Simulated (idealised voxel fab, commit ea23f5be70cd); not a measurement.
You're looking at the process module voxel self aligned vias.
Displayed cross-section: cut, width of 275 nm, square cells sized 5 nm.
A cross-section is a grid of square cells, given in bands from the top down. A band is one or more rows of cells.
Each band's line starts with the height of the band's top and of its bottom, in nm. Then come its materials from left to right, each with its width in nm. One material with "throughout" fills the band from edge to edge. "air" is empty space.
Where do heights start? At 0: under that level the wafer as delivered is made of one material only. And the lowest band has no floor; it just carries on downward, as in "0 -> down".
Think of "30 to 40" as a width that walks from the first number to the second as you go down the band, top row to bottom row, taking equal-sized steps from row to row.
A step reported as "nothing different" is a step in which no cell of the cross-section changed.
The label "Closed void listing" introduces a list of the empty spaces, 8 cells or larger, that have no open way up to the top; each entry in it reads width x height at distance, where the distance is taken from the left edge and all three are stated in nm.
Formally, on a step line, whatever follows the settings is a remark that the simulator itself makes on the step.
A step's line can hold "overlay nm"; with a mask on that step, the setting says how far right of the planned place the mask lay, while a negative setting says it lay to the left.

The planned process steps are enumerated hereunder
| 1 | RECEIVE, material Si |
| 2 | CONFORMAL_DEP, material SiO2, thk nm 15 |
| 3 | CONFORMAL_DEP, material SiCN, thk nm 5 |
| 4 | DIRECTIONAL_DEP, material lowk, thk nm 20 |
| 5 | PATTERN, tone open, mask id LINES, material resist, width nm 25, pitch nm 60, thk nm 15, overlay nm 0 |
| 6 | DIRECTIONAL_ETCH, etch materials lowk, depth nm 20 |
| 7 | STRIP, etch materials resist |
| 8 | CONFORMAL_DEP, material TiN, thk nm 5 |
| 9 | FILL_DEP, material Ru, thk nm 5 |
| 10 | CMP, height nm 40 |
| 11 | SELECTIVE_ETCH, etch materials W Ru TiN, depth nm 10 |
| 12 | FILL_DEP, material SiN, thk nm 5 |
| 13 | CMP, height nm 40 |
| 14 | DIRECTIONAL_DEP, material lowk, thk nm 15 |
| 15 | PATTERN, tone open, mask id VIAS, material resist, width nm 35, pitch nm 60, thk nm 15, overlay nm 0 |
| 16 | DIRECTIONAL_ETCH, etch materials lowk, depth nm 15 |
| 17 | DIRECTIONAL_ETCH, etch materials SiN, depth nm 10 |
| 18 | STRIP, etch materials resist |
| 19 | CONFORMAL_DEP, material TiN, thk nm 5 |
| 20 | FILL_DEP, material Cu, thk nm 10 |
| 21 | CMP, height nm 55 |
| 22 | CONFORMAL_DEP, material SiCN, thk nm 5 |

First of two wafers, processed according to plan

Received-state cross-section, reflecting completion of step 1
> 0 -> down: Si throughout
> Closed void listing: none

Step 2 done - wafer cross-section
> 15 -> 0: SiO2 throughout
> For the remainder of the cross-section, below 0, there is no change.

Step 3 done - wafer cross-section
> 20 -> 15: SiCN throughout
> For the remainder of the cross-section, below 15, there is no change.

Step 4 done - wafer cross-section
> 40 -> 20: lowk throughout
> For the remainder of the cross-section, below 20, there is no change.

Step 5 done - wafer cross-section
> 55 -> 40: 95 nm resist  25 nm air  35 nm resist  25 nm air  95 nm resist
> For the remainder of the cross-section, below 40, there is no change.

Step 6 done - wafer cross-section
> 55 -> 40: 95 nm resist  25 nm air  35 nm resist  25 nm air  95 nm resist
> 40 -> 20: 95 nm lowk  25 nm air  35 nm lowk  25 nm air  95 nm lowk
> For the remainder of the cross-section, below 20, there is no change.

Step 7 done - wafer cross-section
> 40 -> 20: 95 nm lowk  25 nm air  35 nm lowk  25 nm air  95 nm lowk
> For the remainder of the cross-section, below 20, there is no change.

Step 8 done - wafer cross-section
> 45 -> 40: 100 nm TiN  15 nm air  45 nm TiN  15 nm air  100 nm TiN
> 40 -> 25: 95 nm lowk  5 nm TiN  15 nm air  5 nm TiN  35 nm lowk  5 nm TiN  15 nm air  5 nm TiN  95 nm lowk
> 25 -> 20: 95 nm lowk  25 nm TiN  35 nm lowk  25 nm TiN  95 nm lowk
> For the remainder of the cross-section, below 20, there is no change.

Step 9 done - wafer cross-section
> 50 -> 45: Ru throughout
> 45 -> 40: 100 nm TiN  15 nm Ru  45 nm TiN  15 nm Ru  100 nm TiN
> 40 -> 25: 95 nm lowk  5 nm TiN  15 nm Ru  5 nm TiN  35 nm lowk  5 nm TiN  15 nm Ru  5 nm TiN  95 nm lowk
> For the remainder of the cross-section, below 25, there is no change.

Step 10 done - wafer cross-section
> 40 -> 25: 95 nm lowk  5 nm TiN  15 nm Ru  5 nm TiN  35 nm lowk  5 nm TiN  15 nm Ru  5 nm TiN  95 nm lowk
> For the remainder of the cross-section, below 25, there is no change.

Step 11 done - wafer cross-section
> 40 -> 30: 95 nm lowk  25 nm air  35 nm lowk  25 nm air  95 nm lowk
> For the remainder of the cross-section, below 30, there is no change.

Step 12 done - wafer cross-section
> 45 -> 40: SiN throughout
> 40 -> 30: 95 nm lowk  25 nm SiN  35 nm lowk  25 nm SiN  95 nm lowk
> For the remainder of the cross-section, below 30, there is no change.

Step 13 done - wafer cross-section
> 40 -> 30: 95 nm lowk  25 nm SiN  35 nm lowk  25 nm SiN  95 nm lowk
> For the remainder of the cross-section, below 30, there is no change.

Step 14 done - wafer cross-section
> 55 -> 40: lowk throughout
> For the remainder of the cross-section, below 40, there is no change.

Step 15 done - wafer cross-section
> 70 -> 55: 90 nm resist  35 nm air  25 nm resist  35 nm air  90 nm resist
> For the remainder of the cross-section, below 55, there is no change.

Step 16 done - wafer cross-section
> 70 -> 55: 90 nm resist  35 nm air  25 nm resist  35 nm air  90 nm resist
> 55 -> 40: 90 nm lowk  35 nm air  25 nm lowk  35 nm air  90 nm lowk
> For the remainder of the cross-section, below 40, there is no change.

Step 17 done - wafer cross-section
> 70 -> 55: 90 nm resist  35 nm air  25 nm resist  35 nm air  90 nm resist
> 55 -> 40: 90 nm lowk  35 nm air  25 nm lowk  35 nm air  90 nm lowk
> 40 -> 30: 95 nm lowk  25 nm air  35 nm lowk  25 nm air  95 nm lowk
> For the remainder of the cross-section, below 30, there is no change.

Step 18 done - wafer cross-section
> 55 -> 40: 90 nm lowk  35 nm air  25 nm lowk  35 nm air  90 nm lowk
> For the remainder of the cross-section, below 40, there is no change.

Step 19 done - wafer cross-section
> 60 -> 55: 95 nm TiN  25 nm air  35 nm TiN  25 nm air  95 nm TiN
> 55 -> 45: 90 nm lowk  5 nm TiN  25 nm air  5 nm TiN  25 nm lowk  5 nm TiN  25 nm air  5 nm TiN  90 nm lowk
> 45 -> 35: 90 to 95 nm lowk  10 to 5 nm TiN  15 nm air  10 to 5 nm TiN  25 to 35 nm lowk  10 to 5 nm TiN  15 nm air  10 to 5 nm TiN  90 to 95 nm lowk
> 35 -> 30: 95 nm lowk  25 nm TiN  35 nm lowk  25 nm TiN  95 nm lowk
> For the remainder of the cross-section, below 30, there is no change.

Step 20 done - wafer cross-section
> 70 -> 60: Cu throughout
> 60 -> 55: 95 nm TiN  25 nm Cu  35 nm TiN  25 nm Cu  95 nm TiN
> 55 -> 45: 90 nm lowk  5 nm TiN  25 nm Cu  5 nm TiN  25 nm lowk  5 nm TiN  25 nm Cu  5 nm TiN  90 nm lowk
> 45 -> 35: 90 to 95 nm lowk  10 to 5 nm TiN  15 nm Cu  10 to 5 nm TiN  25 to 35 nm lowk  10 to 5 nm TiN  15 nm Cu  10 to 5 nm TiN  90 to 95 nm lowk
> For the remainder of the cross-section, below 35, there is no change.

Step 21 done - wafer cross-section
> 55 -> 45: 90 nm lowk  5 nm TiN  25 nm Cu  5 nm TiN  25 nm lowk  5 nm TiN  25 nm Cu  5 nm TiN  90 nm lowk
> For the remainder of the cross-section, below 45, there is no change.

Step 22 done - wafer cross-section
> 60 -> 55: SiCN throughout
> For the remainder of the cross-section, below 55, there is no change.

Regarding the second of the two wafers: it shared the first wafer's starting condition and process plan, yet one error occurred during its execution. Its history coincides with that of the first wafer up to and including step 1

Cross-section of the second wafer when, according to plan, step 2 should have finished
> 10 -> 0: SiO2 throughout
> For the remainder of the cross-section, below 0, there is no change.

Cross-section of the second wafer when, according to plan, step 3 should have finished
> 15 -> 10: SiCN throughout
> For the remainder of the cross-section, below 10, there is no change.

Cross-section of the second wafer when, according to plan, step 4 should have finished
> 35 -> 15: lowk throughout
> For the remainder of the cross-section, below 15, there is no change.

Cross-section of the second wafer when, according to plan, step 5 should have finished
> 50 -> 35: 95 nm resist  25 nm air  35 nm resist  25 nm air  95 nm resist
> For the remainder of the cross-section, below 35, there is no change.

Cross-section of the second wafer when, according to plan, step 6 should have finished
> 50 -> 35: 95 nm resist  25 nm air  35 nm resist  25 nm air  95 nm resist
> 35 -> 15: 95 nm lowk  25 nm air  35 nm lowk  25 nm air  95 nm lowk
> For the remainder of the cross-section, below 15, there is no change.

Cross-section of the second wafer when, according to plan, step 7 should have finished
> 35 -> 15: 95 nm lowk  25 nm air  35 nm lowk  25 nm air  95 nm lowk
> For the remainder of the cross-section, below 15, there is no change.

Cross-section of the second wafer when, according to plan, step 8 should have finished
> 40 -> 35: 100 nm TiN  15 nm air  45 nm TiN  15 nm air  100 nm TiN
> 35 -> 20: 95 nm lowk  5 nm TiN  15 nm air  5 nm TiN  35 nm lowk  5 nm TiN  15 nm air  5 nm TiN  95 nm lowk
> 20 -> 15: 95 nm lowk  25 nm TiN  35 nm lowk  25 nm TiN  95 nm lowk
> For the remainder of the cross-section, below 15, there is no change.

Cross-section of the second wafer when, according to plan, step 9 should have finished
> 45 -> 40: Ru throughout
> 40 -> 35: 100 nm TiN  15 nm Ru  45 nm TiN  15 nm Ru  100 nm TiN
> 35 -> 20: 95 nm lowk  5 nm TiN  15 nm Ru  5 nm TiN  35 nm lowk  5 nm TiN  15 nm Ru  5 nm TiN  95 nm lowk
> For the remainder of the cross-section, below 20, there is no change.

Cross-section of the second wafer when, according to plan, step 10 should have finished
> 40 -> 35: 100 nm TiN  15 nm Ru  45 nm TiN  15 nm Ru  100 nm TiN
> For the remainder of the cross-section, below 35, there is no change.

Cross-section of the second wafer when, according to plan, step 11 should have finished
> 35 -> 30: 95 nm lowk  25 nm air  35 nm lowk  25 nm air  95 nm lowk
> For the remainder of the cross-section, below 30, there is no change.

Cross-section of the second wafer when, according to plan, step 12 should have finished
> 40 -> 35: SiN throughout
> 35 -> 30: 95 nm lowk  25 nm SiN  35 nm lowk  25 nm SiN  95 nm lowk
> For the remainder of the cross-section, below 30, there is no change.

Cross-section of the second wafer when, according to plan, step 13 should have finished: nothing different

Cross-section of the second wafer when, according to plan, step 14 should have finished
> 55 -> 40: lowk throughout
> For the remainder of the cross-section, below 40, there is no change.

Cross-section of the second wafer when, according to plan, step 15 should have finished
> 70 -> 55: 90 nm resist  35 nm air  25 nm resist  35 nm air  90 nm resist
> For the remainder of the cross-section, below 55, there is no change.

Cross-section of the second wafer when, according to plan, step 16 should have finished
> 70 -> 55: 90 nm resist  35 nm air  25 nm resist  35 nm air  90 nm resist
> 55 -> 40: 90 nm lowk  35 nm air  25 nm lowk  35 nm air  90 nm lowk
> For the remainder of the cross-section, below 40, there is no change.

Cross-section of the second wafer when, according to plan, step 17 should have finished
> 70 -> 55: 90 nm resist  35 nm air  25 nm resist  35 nm air  90 nm resist
> 55 -> 40: 90 nm lowk  35 nm air  25 nm lowk  35 nm air  90 nm lowk
> 40 -> 35: 90 nm SiN  35 nm air  25 nm SiN  35 nm air  90 nm SiN
> 35 -> 30: 95 nm lowk  25 nm air  35 nm lowk  25 nm air  95 nm lowk
> For the remainder of the cross-section, below 30, there is no change.

Cross-section of the second wafer when, according to plan, step 18 should have finished
> 55 -> 40: 90 nm lowk  35 nm air  25 nm lowk  35 nm air  90 nm lowk
> For the remainder of the cross-section, below 40, there is no change.

Cross-section of the second wafer when, according to plan, step 19 should have finished
> 60 -> 55: 95 nm TiN  25 nm air  35 nm TiN  25 nm air  95 nm TiN
> 55 -> 40: 90 nm lowk  5 nm TiN  25 nm air  5 nm TiN  25 nm lowk  5 nm TiN  25 nm air  5 nm TiN  90 nm lowk
> 40 -> 35: 90 nm SiN  10 nm TiN  15 nm air  10 nm TiN  25 nm SiN  10 nm TiN  15 nm air  10 nm TiN  90 nm SiN
> 35 -> 30: 95 nm lowk  25 nm TiN  35 nm lowk  25 nm TiN  95 nm lowk
> For the remainder of the cross-section, below 30, there is no change.

Cross-section of the second wafer when, according to plan, step 20 should have finished
> 70 -> 60: Cu throughout
> 60 -> 55: 95 nm TiN  25 nm Cu  35 nm TiN  25 nm Cu  95 nm TiN
> 55 -> 40: 90 nm lowk  5 nm TiN  25 nm Cu  5 nm TiN  25 nm lowk  5 nm TiN  25 nm Cu  5 nm TiN  90 nm lowk
> 40 -> 35: 90 nm SiN  10 nm TiN  15 nm Cu  10 nm TiN  25 nm SiN  10 nm TiN  15 nm Cu  10 nm TiN  90 nm SiN
> For the remainder of the cross-section, below 35, there is no change.

Cross-section of the second wafer when, according to plan, step 21 should have finished
> 55 -> 40: 90 nm lowk  5 nm TiN  25 nm Cu  5 nm TiN  25 nm lowk  5 nm TiN  25 nm Cu  5 nm TiN  90 nm lowk
> For the remainder of the cross-section, below 40, there is no change.

Cross-section of the second wafer when, according to plan, step 22 should have finished
> 60 -> 55: SiCN throughout
> For the remainder of the cross-section, below 55, there is no change.
Run error: step 2 changed vs plan, executed as CONFORMAL_DEP, material SiO2, thk nm 10
Final tally in cells, some materials are higher or lower on the second wafer than on the first: Cu: 4 more, Ru: 6 more, SiN: 41 more, SiO2: 55 fewer, TiN: 4 more
